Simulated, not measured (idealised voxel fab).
Presented below is a process module, voxel fin reveal.
Cross-sectional view cut (width: 220 nm; square cell size: 5 nm).
Each cross-section below is a grid of square cells, stated as bands in top-down order, with one or more rows of cells making up each band.
The band entry comprises the height of the band's top followed by the height of its bottom, expressed in nm, and subsequently the band's materials from left to right, each stated together with its width in nm. Where a single material is marked with the word "full width", that material fills the band from edge to edge. The word "blank" represents empty space.
Heights from 0 (as-received wafer is one material below). Bottom band endless downward, as "z 0 and below".
When a width is written as two numbers, as in "30..40", the first number is the width in the top row of cells of the band and the second is the width in its bottom row, and the width changes by the same amount from each row to the next.
Take "nothing altered" at face value: in the step it is given for, the cross-section changed in none of its cells.
"Cavities, sealed" specifies each empty space that is not open to the top and that occupies no fewer than 8 cells, using the form width x height at distance, the distance measured from the left edge and all three quantities in nm.
Text after the settings on a step's line: the simulator's own remark on that step.
Steps that use a mask can have "overlay nm" on their line. It says how far the mask sat to the right of where it was meant to be. Negative means to the left.
So here's the lineup of process steps we planned:
1,RECEIVE with material Si
2,CONFORMAL_DEP with material SiN, thk nm 10
3,MASKED_ETCH with tone cover, mask id FINS, width nm 15, pitch nm 45, etch materials SiN, depth nm 10, overlay nm 0
4,MASKED_ETCH with tone cover, mask id FINS, width nm 15, pitch nm 45, etch materials Si, depth nm 35, overlay nm 0
5,OXIDIZE with depth nm 5
6,FILL_DEP with material SiO2, thk nm 10
7,CMP with height nm 10
8,SELECTIVE_ETCH with etch materials SiO2, depth nm 35
9,STRIP with etch materials SiN
Wafer as received: cross-section following step 1:
    z 0 and below: Si full width
    Cavities, sealed: none
Cross-section, first of two wafers, end of module, run as planned:
    z 0 to -25: 85 nm blank | 5 nm Si | 40 nm blank | 5 nm Si | 85 nm blank
    z -25 to -40: 85 nm SiO2 | 5 nm Si | 40 nm SiO2 | 5 nm Si | 85 nm SiO2
    z -40 and below: Si full width
    Cavities, sealed: none
Cross-section at end of module for the second wafer of two, which matched the first in starting point and plan and differed by one mistake in its processing:
    z 0 to -5: 90 nm blank | 5 nm Si | 40 nm blank | 5 nm Si | 80 nm blank
    z -5 to -25: 85 nm blank | 10 nm Si | 35 nm blank | 10 nm Si | 80 nm blank
    z -25 to -40: 85 nm SiO2 | 10 nm Si | 35 nm SiO2 | 10 nm Si | 80 nm SiO2
    z -40 and below: Si full width
    Cavities, sealed: none
Plan not followed: note that step 3 departed from the planned setting and was carried out as MASKED_ETCH with tone cover, mask id FINS, width nm 15, pitch nm 45, etch materials SiN, depth nm 10, overlay nm 5
at the end the second wafer has, in cells: 14 more of Si | 6 fewer of SiO2
